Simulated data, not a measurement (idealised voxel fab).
Module name: voxel local oxidation (process module)
Cross-section cut: width 270 nm, square cells of 5 nm.
Cross-section format: a grid of square cells, given as bands from top to bottom; each band is one or more rows of cells. Quick guide to a band line: top height, bottom height (nm) up front; then every material left to right with its width in nm. Only one material and it's marked "throughout"? Then it fills the band edge to edge. And "empty" just means empty space. Heights from 0 (as-received wafer is one material below). Bottom band endless downward, as "0 nm and below". Per-row width for "30->40": begins at first number (top row of band), ends at second number (bottom row), increment between rows held constant. Where the words "no modifications" appear for a step, the cross-section shows no cell changed by that step; every cell remained as before. "Sealed-off cavities" means: voids of 8 cells or more that are shut off from the top with no open way through. Written width x height at distance, distance from the left edge, in nm. Note: text after step settings on the step line = simulator remark on that step. "overlay nm" on a masked step: distance the mask lay right of its planned place, negative for left.

# Process steps - plan
step 1: RECEIVE, material Si
step 2: OXIDIZE, depth nm 5
step 3: CONFORMAL_DEP, material SiN, thk nm 10
step 4: MASKED_ETCH, tone cover, mask id ACTIVE, width nm 100, etch materials SiN, depth nm 10, overlay nm 0
step 5: SELECTIVE_ETCH, etch materials SiO2, depth nm 5
step 6: OXIDIZE, depth nm 15
step 7: STRIP, etch materials SiN

# Cross-section of the incoming wafer, state after step 1
* 0 nm and below  Si throughout
* Sealed-off cavities: none

# Cross-section, first of two wafers, end of module, run as planned
* 0 nm to -5 nm  empty: 90, SiO2: 90, empty: 90
* -5 nm to -20 nm  SiO2: 105, Si: 60, SiO2: 105
* -20 nm and below  Si throughout
* Sealed-off cavities: none

# Wafer two, sectioned after the module: the first wafer's start, the first wafer's plan, and one mistake in how it was run
* 0 nm to -5 nm  empty: 95, SiO2: 90, empty: 85
* -5 nm to -20 nm  SiO2: 110, Si: 60, SiO2: 100
* -20 nm and below  Si throughout
* Sealed-off cavities: none
What was done differently from what was planned? rather than as planned, step 4 actually ran as MASKED_ETCH, tone cover, mask id ACTIVE, width nm 100, etch materials SiN, depth nm 10, overlay nm 5
Matching per-material cell counts, mismatched positions: that is how the second wafer compares with the first at the end.
